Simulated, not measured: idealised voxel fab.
The process module presented herein is designated voxel ribs on slabs.
Section cut is 155 nm wide and gridded with 5 nm square cells.
Throughout this document, each cross-section is represented as a grid of square cells and is presented as a sequence of bands enumerated from the top downward, where a band comprises one or more rows of cells.
Look at the band entry: it leads with the top's height and the bottom's height in nm. Then it lists the materials left to right, with a width in nm for each. The word "full width" on a single material says that material fills the band edge to edge. The word "blank" is empty space.
The reference from which all heights are counted is 0, the level beneath which the as-received wafer is entirely one material; the lowest band, having no lower bound, proceeds downward and is written after the example "0..down".
Think of "30..40" as a width that walks from the first number to the second as you go down the band, top row to bottom row, taking equal-sized steps from row to row.
"remained the same" for a step: no cell of the cross-section changed in that step.
Look at "Fully closed voids" for the closed voids: empty spaces with no open path to the top, sized 8 cells or up. Each is width x height at distance, distance from the left edge, all nm.
Step line, after settings: the simulator's comment on this step.
Regarding "overlay nm": on a step with a mask, it is the distance the mask lay to the right of its planned place; a negative value places it to the left.
Planned process steps
| 1 | RECEIVE,material Si |
| 2 | DIRECTIONAL_DEP,material SiO2,thk nm 25 |
| 3 | DIRECTIONAL_DEP,material SiN,thk nm 20 |
| 4 | PATTERN,tone cover,mask id RIB,material resist,width nm 20,thk nm 20,overlay nm 0 |
| 5 | DIRECTIONAL_ETCH,etch materials SiN,depth nm 10 |
| 6 | STRIP,etch materials resist |
| 7 | MASKED_ETCH,tone cover,mask id SLAB,width nm 60,etch materials SiN,depth nm 10,overlay nm 0 |
| 8 | FILL_DEP,material SiO2,thk nm 25 |
| 9 | CMP,height nm 60 |
| 10 | DIRECTIONAL_DEP,material TiN,thk nm 5 |
| 11 | MASKED_ETCH,tone cover,mask id HEATER,width nm 30,etch materials TiN,depth nm 5,overlay nm 0 |
| 12 | CONFORMAL_DEP,material SiO2,thk nm 5 |
Cross-section: wafer on arrival = after step 1
- 0..down = Si full width
- Fully closed voids: none
Looking at the first of two wafers in cross-section at end of module - ran to plan
- 70..65 = 55 blank; 40 SiO2; 60 blank
- 65..60 = 60 SiO2; 30 TiN; 65 SiO2
- 60..45 = SiO2 full width
- 45..35 = 65 SiO2; 20 SiN; 70 SiO2
- 35..25 = 45 SiO2; 60 SiN; 50 SiO2
- 25..0 = SiO2 full width
- 0..down = Si full width
- Fully closed voids: none
The second wafer, shown in cross-section after the module: started the same way as the first and given the same plan, yet one mistake crept into how it was run
- 70..65 = 55 blank; 40 SiO2; 60 blank
- 65..60 = 60 SiO2; 30 TiN; 65 SiO2
- 60..50 = 45 SiO2; 60 SiN; 50 SiO2
- 50..0 = SiO2 full width
- 0..down = Si full width
- Fully closed voids: none
So what did we get wrong on this run? in the plan, step 2 was performed twice
Heads up, by the end the second wafer has more or fewer cells of some materials compared to the first: -8 SiN | +8 SiO2
